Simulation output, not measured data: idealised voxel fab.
The process module presented herein is designated voxel wiring stack.
Cross-section cut spans 195 nm and uses square cells 5 nm in size.
How to read a cross-section here: the picture is a grid of square cells, written as bands going from the top down, and any band can span one or more rows of cells.
Per band: top height and bottom height in nm, followed by the left-to-right materials and their widths in nm; "edge to edge" marks a single material spanning edge to edge, "empty" marks empty space.
Heights are expressed relative to 0, this being the level below which the as-received wafer comprises one material exclusively. The lowest band is unbounded in the downward direction and is denoted as in "z 0 and below".
You'd read "30..40" like this: the band's top row of cells is as wide as the first number, its bottom row is as wide as the second, and going down, every row changes width by the same amount as the row before did.
"remained unchanged" means the step left every cell of the cross-section as it was.
Entry "Completely sealed voids" = empty spaces >= 8 cells with no open way to the top; each as width x height at distance, distance from left edge, all nm.
Heads up: the bit after the settings on a step's line is the simulator's remark on that step.
overlay nm: right-of-plan distance of the mask on a masked step; negative values mean left-of-plan.

-- Process steps (planned)
1,RECEIVE, material Si
2,CONFORMAL_DEP, material SiO2, thk nm 15
3,CONFORMAL_DEP, material SiCN, thk nm 5
4,DIRECTIONAL_DEP, material lowk, thk nm 20
5,MASKED_ETCH, tone open, mask id METAL_1, width nm 25, pitch nm 40, etch materials lowk, depth nm 20, overlay nm 0
6,MASKED_ETCH, tone open, mask id METAL_1, width nm 25, pitch nm 40, etch materials SiCN, depth nm 5, overlay nm 0
7,CONFORMAL_DEP, material TiN, thk nm 5
8,FILL_DEP, material Cu, thk nm 10
9,CMP, height nm 40
10,EPI, material Ru, thk nm 5
11,FILL_DEP, material SiCN, thk nm 5
12,DIRECTIONAL_DEP, material lowk, thk nm 25
13,DIRECTIONAL_DEP, material aC, thk nm 15
14,PATTERN, tone open, mask id METAL_2, material resist, width nm 25, pitch nm 40, thk nm 35, overlay nm 0
15,DIRECTIONAL_ETCH, etch materials aC, depth nm 15
16,STRIP, etch materials resist
17,DIRECTIONAL_ETCH, etch materials lowk, depth nm 15
18,STRIP, etch materials aC
19,PATTERN, tone open, mask id METAL_2_HOLES, material resist, width nm 15, pitch nm 40, thk nm 20, overlay nm 0
20,DIRECTIONAL_ETCH, etch materials lowk, depth nm 10
21,DIRECTIONAL_ETCH, etch materials SiCN, depth nm 5
22,STRIP, etch materials resist
23,CONFORMAL_DEP, material TiN, thk nm 5
24,FILL_DEP, material Cu, thk nm 10
25,CMP, height nm 75
26,CONFORMAL_DEP, material SiCN, thk nm 5

-- Cross-section of the wafer at receipt, which is the condition after step 1
> z 0 and below | Si edge to edge
> Completely sealed voids: none

-- Looking at the first of two wafers in cross-section at end of module - ran to plan
> z 80 to 75 | SiCN edge to edge
> z 75 to 65 | lowk (65), TiN (5), Cu (15), TiN (5), lowk (15), TiN (5), Cu (15), TiN (5), lowk (65)
> z 65 to 60 | lowk (65), TiN (5), Cu (5), TiN (15), lowk (15), TiN (5), Cu (5), TiN (15), lowk (65)
> z 60 to 50 | lowk (65), TiN (5), Cu (5), TiN (5), lowk (25), TiN (5), Cu (5), TiN (5), lowk (75)
> z 50 to 45 | SiCN (65), TiN (15), SiCN (25), TiN (15), SiCN (75)
> z 45 to 40 | SiCN (60), Ru (35), SiCN (5), Ru (35), SiCN (60)
> z 40 to 20 | lowk (65), TiN (5), Cu (15), TiN (5), lowk (15), TiN (5), Cu (15), TiN (5), lowk (65)
> z 20 to 15 | SiCN (65), TiN (25), SiCN (15), TiN (25), SiCN (65)
> z 15 to 0 | SiO2 edge to edge
> z 0 and below | Si edge to edge
> Completely sealed voids: none

-- What the second wafer looks like in cross-section once the module is done. Its start and its plan matched the first wafer's exactly; what differed was one mistake in how it was run
> z 80 to 75 | SiCN edge to edge
> z 75 to 65 | lowk (65), TiN (5), Cu (15), TiN (5), lowk (15), TiN (5), Cu (15), TiN (5), lowk (65)
> z 65 to 60 | lowk (65), TiN (5), Cu (5), TiN (15), lowk (15), TiN (5), Cu (5), TiN (15), lowk (65)
> z 60 to 50 | lowk (65), TiN (5), Cu (5), TiN (5), lowk (25), TiN (5), Cu (5), TiN (5), lowk (75)
> z 50 to 45 | SiCN (65), TiN (15), SiCN (25), TiN (15), SiCN (75)
> z 45 to 40 | SiCN (60), Ru (35), SiCN (5), Ru (35), SiCN (60)
> z 40 to 25 | lowk (65), TiN (5), Cu (15), TiN (5), lowk (15), TiN (5), Cu (15), TiN (5), lowk (65)
> z 25 to 20 | lowk (65), TiN (25), lowk (15), TiN (25), lowk (65)
> z 20 to 0 | SiO2 edge to edge
> z 0 and below | Si edge to edge
> Completely sealed voids: none
In executing the process, a mistake was made relative to the plan: step 3 did not happen as planned, as run it was CONFORMAL_DEP, material SiO2, thk nm 5
Wrapping up, a cell-based count of both wafers puts the second over or under the first for these materials: -6 Cu; -29 SiCN; +39 SiO2; -4 TiN
